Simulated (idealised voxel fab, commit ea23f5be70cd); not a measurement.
Process module under the name voxel ribs on slabs
Shown is cross-section cut, with a width of 155 nm and square cells of size 5 nm.
Throughout this document, each cross-section is represented as a grid of square cells and is presented as a sequence of bands enumerated from the top downward, where a band comprises one or more rows of cells.
The band entry comprises the height of the band's top followed by the height of its bottom, expressed in nm, and subsequently the band's materials from left to right, each stated together with its width in nm. Where a single material is marked with the word "all across", that material fills the band from edge to edge. The word "empty" represents empty space.
Below 0: as-received wafer, all one material; heights counted from there. Lowest band: no bottom, goes on down, written "0 down".
A width such as "30->40" changes by the same amount from each row of cells to the next, from the band's top row to its bottom row.
Basically "nothing changed" means that step didn't change any cell in the cross-section.
"Closed internal voids": empty spaces of 8 cells or more with no open way to the top, each given as width x height at distance, distance from the left edge, all in nm.
Post-settings text on a step line: simulator's own remark regarding the step.
overlay nm: on a step with a mask, how far right of its planned place the mask lay; negative means left.
The planned process steps are enumerated hereunder
1) RECEIVE | material Si
2) DIRECTIONAL_DEP | material SiO2 | thk nm 25
3) DIRECTIONAL_DEP | material SiN | thk nm 20
4) PATTERN | tone cover | mask id RIB | material resist | width nm 20 | thk nm 20 | overlay nm 0
5) DIRECTIONAL_ETCH | etch materials SiN | depth nm 10
6) STRIP | etch materials resist
7) MASKED_ETCH | tone cover | mask id SLAB | width nm 60 | etch materials SiN | depth nm 10 | overlay nm 0
8) FILL_DEP | material SiO2 | thk nm 25
9) CMP | height nm 60
10) DIRECTIONAL_DEP | material TiN | thk nm 5
11) MASKED_ETCH | tone cover | mask id HEATER | width nm 30 | etch materials TiN | depth nm 5 | overlay nm 0
12) CONFORMAL_DEP | material SiO2 | thk nm 5
Cross-section, incoming material, after step 1
	0 down | Si all across
	Closed internal voids: none
Final cross-section, module run with one mistake (start and plan as above)
	70 to 65 | 55 of empty, 40 of SiO2, 60 of empty
	65 to 60 | 60 of SiO2, 30 of TiN, 65 of SiO2
	60 to 45 | SiO2 all across
	45 to 35 | 55 of SiO2, 20 of SiN, 80 of SiO2
	35 to 25 | 45 of SiO2, 60 of SiN, 50 of SiO2
	25 to 0 | SiO2 all across
	0 down | Si all across
	Closed internal voids: none
So what did we get wrong on this run? so step 4 ended up running with a different setting than we planned, it ran as PATTERN | tone cover | mask id RIB | material resist | width nm 20 | thk nm 20 | overlay nm -10
